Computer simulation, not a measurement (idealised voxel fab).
process module | voxel self aligned vias
cross-section cut | 255 nm wide | cells 5 nm
A cross-section is a grid of square cells, given in bands from the top down. A band is one or more rows of cells.
Each band's line starts with the height of the band's top and of its bottom, in nm. Then come its materials from left to right, each with its width in nm. One material with "throughout" fills the band from edge to edge. "air" is empty space.
Height 0 is the level under which the wafer as received is all one material. The lowest band goes on downwards, as in "0 down".
A width such as "30 to 40" changes by the same amount from each row of cells to the next, from the band's top row to its bottom row.
"no change" after a step means that no cell of the cross-section changed.
closed voids: empty space of 8 cells or more with no open way to the top, each as width x height at its distance from the left edge, in nm
after a step's settings: what the simulator itself notes on the step
overlay nm, on a step with a mask: how far to the right of its planned place the mask lay; to the left if negative
plan
1 op RECEIVE | material Si
2 op CONFORMAL_DEP | material SiO2 | thk nm 10
3 op CONFORMAL_DEP | material SiCN | thk nm 5
4 op DIRECTIONAL_DEP | material SiO2 | thk nm 20
5 op DIRECTIONAL_DEP | material aC | thk nm 15
6 op PATTERN | tone open | mask id LINES | material resist | width nm 30 | pitch nm 55 | thk nm 35 | overlay nm 0
7 op DIRECTIONAL_ETCH | etch materials aC | depth nm 15
8 op STRIP | etch materials resist
9 op DIRECTIONAL_ETCH | etch materials SiO2 | depth nm 20
10 op STRIP | etch materials aC
11 op CONFORMAL_DEP | material TiN | thk nm 5
12 op FILL_DEP | material Ru | thk nm 5
13 op CMP | height nm 35
14 op SELECTIVE_ETCH | etch materials W Ru TiN | depth nm 5
15 op FILL_DEP | material SiN | thk nm 10
16 op CMP | height nm 35
17 op DIRECTIONAL_DEP | material SiO2 | thk nm 20
18 op PATTERN | tone open | mask id VIAS | material resist | width nm 40 | pitch nm 110 | thk nm 20 | overlay nm 0
19 op DIRECTIONAL_ETCH | etch materials SiO2 | depth nm 20
20 op DIRECTIONAL_ETCH | etch materials SiN | depth nm 5
21 op STRIP | etch materials resist
22 op CONFORMAL_DEP | material TiN | thk nm 5
23 op FILL_DEP | material W | thk nm 5
24 op CMP | height nm 55
25 op CONFORMAL_DEP | material SiCN | thk nm 5
as received, after step 1
  0 down: Si throughout
  closed voids: none
a wafer at the end: this start, this plan, one mistake
  60 to 55: SiCN throughout
  55 to 35: SiO2 50 | TiN 5 | W 30 | TiN 5 | SiO2 70 | TiN 5 | W 30 | TiN 5 | SiO2 55
  35 to 30: SiO2 50 | TiN 40 | SiO2 20 | SiN 30 | SiO2 20 | TiN 40 | SiO2 55
  30 to 20: SiO2 50 | TiN 10 | Ru 20 | TiN 10 | SiO2 20 | TiN 5 | Ru 20 | TiN 5 | SiO2 20 | TiN 10 | Ru 20 | TiN 10 | SiO2 55
  20 to 15: SiO2 50 | TiN 40 | SiO2 20 | TiN 30 | SiO2 20 | TiN 40 | SiO2 55
  15 to 10: SiCN throughout
  10 to 0: SiO2 throughout
  0 down: Si throughout
  closed voids: none
what went wrong: step 19 was run twice
